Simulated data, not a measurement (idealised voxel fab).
The name of this process module is voxel spacer lines.
For reference, the cross-section in this document is cut, with width 300 nm and square cells of 5 nm.
A cross-section is written here as square cells arranged in a grid, and it is given in bands from the top down, each band taking up one or more rows of cells. Quick guide to a band line: top height, bottom height (nm) up front; then every material left to right with its width in nm. Only one material and it's marked "edge to edge"? Then it fills the band edge to edge. And "air" just means empty space. Heights from 0 (as-received wafer is one material below). Bottom band endless downward, as "from 0 down". Per-row width for "30->40": begins at first number (top row of band), ends at second number (bottom row), increment between rows held constant. The cross-section has no changed cell in any step marked "same as before". The label "Enclosed cavity list" introduces a list of the empty spaces, 8 cells or larger, that have no open way up to the top; each entry in it reads width x height at distance, where the distance is taken from the left edge and all three are stated in nm. Step line, after settings: the simulator's comment on this step. overlay nm: mask offset rightward from planned place, masked step; negative means leftward offset.

**Planned step list for the process**
step 1: RECEIVE with material Si
step 2: CONFORMAL_DEP with material Al2O3, thk nm 10
step 3: DIRECTIONAL_DEP with material polySi, thk nm 15
step 4: DIRECTIONAL_DEP with material aC, thk nm 30
step 5: PATTERN with tone cover, mask id MANDREL, material resist, width nm 15, pitch nm 50, thk nm 40, overlay nm 0
step 6: DIRECTIONAL_ETCH with etch materials aC, depth nm 30
step 7: STRIP with etch materials resist
step 8: CONFORMAL_DEP with material SiO2, thk nm 10
step 9: DIRECTIONAL_ETCH with etch materials SiO2, depth nm 10
step 10: STRIP with etch materials aC
step 11: DIRECTIONAL_ETCH with etch materials polySi, depth nm 15
step 12: STRIP with etch materials SiO2

**The first of the two wafers, which ran as planned**

**Step 1 complete: cross-section of the wafer as received**
* from 0 down = Si edge to edge
* Enclosed cavity list: none

**The following cross-section depicts the wafer upon completion of step 2**
* from 10 to 0 = Al2O3 edge to edge
* At heights below 0, the structure remains unaltered.

**The following cross-section depicts the wafer upon completion of step 3**
* from 25 to 10 = polySi edge to edge
* At heights below 10, the structure remains unaltered.

**The following cross-section depicts the wafer upon completion of step 4**
* from 55 to 25 = aC edge to edge
* At heights below 25, the structure remains unaltered.

**The following cross-section depicts the wafer upon completion of step 5**
* from 95 to 55 = air: 115 / resist: 15 / air: 35 / resist: 15 / air: 120
* At heights below 55, the structure remains unaltered.

**The following cross-section depicts the wafer upon completion of step 6**
* from 65 to 55 = air: 115 / resist: 15 / air: 35 / resist: 15 / air: 120
* from 55 to 25 = air: 115 / aC: 15 / air: 35 / aC: 15 / air: 120
* At heights below 25, the structure remains unaltered.

**The following cross-section depicts the wafer upon completion of step 7**
* from 55 to 25 = air: 115 / aC: 15 / air: 35 / aC: 15 / air: 120
* At heights below 25, the structure remains unaltered.

**The following cross-section depicts the wafer upon completion of step 8**
* from 65 to 55 = air: 105 / SiO2: 35 / air: 15 / SiO2: 35 / air: 110
* from 55 to 35 = air: 105 / SiO2: 10 / aC: 15 / SiO2: 10 / air: 15 / SiO2: 10 / aC: 15 / SiO2: 10 / air: 110
* from 35 to 25 = SiO2: 115 / aC: 15 / SiO2: 35 / aC: 15 / SiO2: 120
* At heights below 25, the structure remains unaltered.

**The following cross-section depicts the wafer upon completion of step 9**
* from 55 to 25 = air: 105 / SiO2: 10 / aC: 15 / SiO2: 10 / air: 15 / SiO2: 10 / aC: 15 / SiO2: 10 / air: 110
* At heights below 25, the structure remains unaltered.

**The following cross-section depicts the wafer upon completion of step 10**
* from 55 to 25 = air: 105 / SiO2: 10 / air: 15 / SiO2: 10 / air: 15 / SiO2: 10 / air: 15 / SiO2: 10 / air: 110
* At heights below 25, the structure remains unaltered.

**The following cross-section depicts the wafer upon completion of step 11**
* from 55 to 25 = air: 105 / SiO2: 10 / air: 15 / SiO2: 10 / air: 15 / SiO2: 10 / air: 15 / SiO2: 10 / air: 110
* from 25 to 10 = air: 105 / polySi: 10 / air: 15 / polySi: 10 / air: 15 / polySi: 10 / air: 15 / polySi: 10 / air: 110
* At heights below 10, the structure remains unaltered.

**The following cross-section depicts the wafer upon completion of step 12**
* from 25 to 10 = air: 105 / polySi: 10 / air: 15 / polySi: 10 / air: 15 / polySi: 10 / air: 15 / polySi: 10 / air: 110
* At heights below 10, the structure remains unaltered.

**The second wafer: identical to the first at the outset and in its planned sequence, differing only in that one mistake was made during processing; up to and including step 4, its path is the first wafer's path**

**Second wafer, sectioned view, at step 5's planned end time**
* from 95 to 55 = resist: 115 / air: 15 / resist: 35 / air: 15 / resist: 120
* At heights below 55, the structure remains unaltered.

**Second wafer, sectioned view, at step 6's planned end time**
* from 65 to 55 = resist: 115 / air: 15 / resist: 35 / air: 15 / resist: 120
* from 55 to 25 = aC: 115 / air: 15 / aC: 35 / air: 15 / aC: 120
* At heights below 25, the structure remains unaltered.

**Second wafer, sectioned view, at step 7's planned end time**
* from 55 to 25 = aC: 115 / air: 15 / aC: 35 / air: 15 / aC: 120
* At heights below 25, the structure remains unaltered.

**Second wafer, sectioned view, at step 8's planned end time**
* from 65 to 55 = SiO2 edge to edge
* from 55 to 25 = aC: 115 / SiO2: 15 / aC: 35 / SiO2: 15 / aC: 120
* At heights below 25, the structure remains unaltered.

**Second wafer, sectioned view, at step 9's planned end time**
* from 55 to 25 = aC: 115 / SiO2: 15 / aC: 35 / SiO2: 15 / aC: 120
* At heights below 25, the structure remains unaltered.

**Second wafer, sectioned view, at step 10's planned end time**
* from 55 to 25 = air: 115 / SiO2: 15 / air: 35 / SiO2: 15 / air: 120
* At heights below 25, the structure remains unaltered.

**Second wafer, sectioned view, at step 11's planned end time**
* from 55 to 25 = air: 115 / SiO2: 15 / air: 35 / SiO2: 15 / air: 120
* from 25 to 10 = air: 115 / polySi: 15 / air: 35 / polySi: 15 / air: 120
* At heights below 10, the structure remains unaltered.

**Second wafer, sectioned view, at step 12's planned end time**
* from 25 to 10 = air: 115 / polySi: 15 / air: 35 / polySi: 15 / air: 120
* At heights below 10, the structure remains unaltered.
The mistake made against the process plan was this: step 5 did not use the planned setting and instead ran as PATTERN with tone open, mask id MANDREL, material resist, width nm 15, pitch nm 50, thk nm 40, overlay nm 0
End check, counted in cells, second wafer has more or fewer of these materials than the first: polySi: 6 fewer
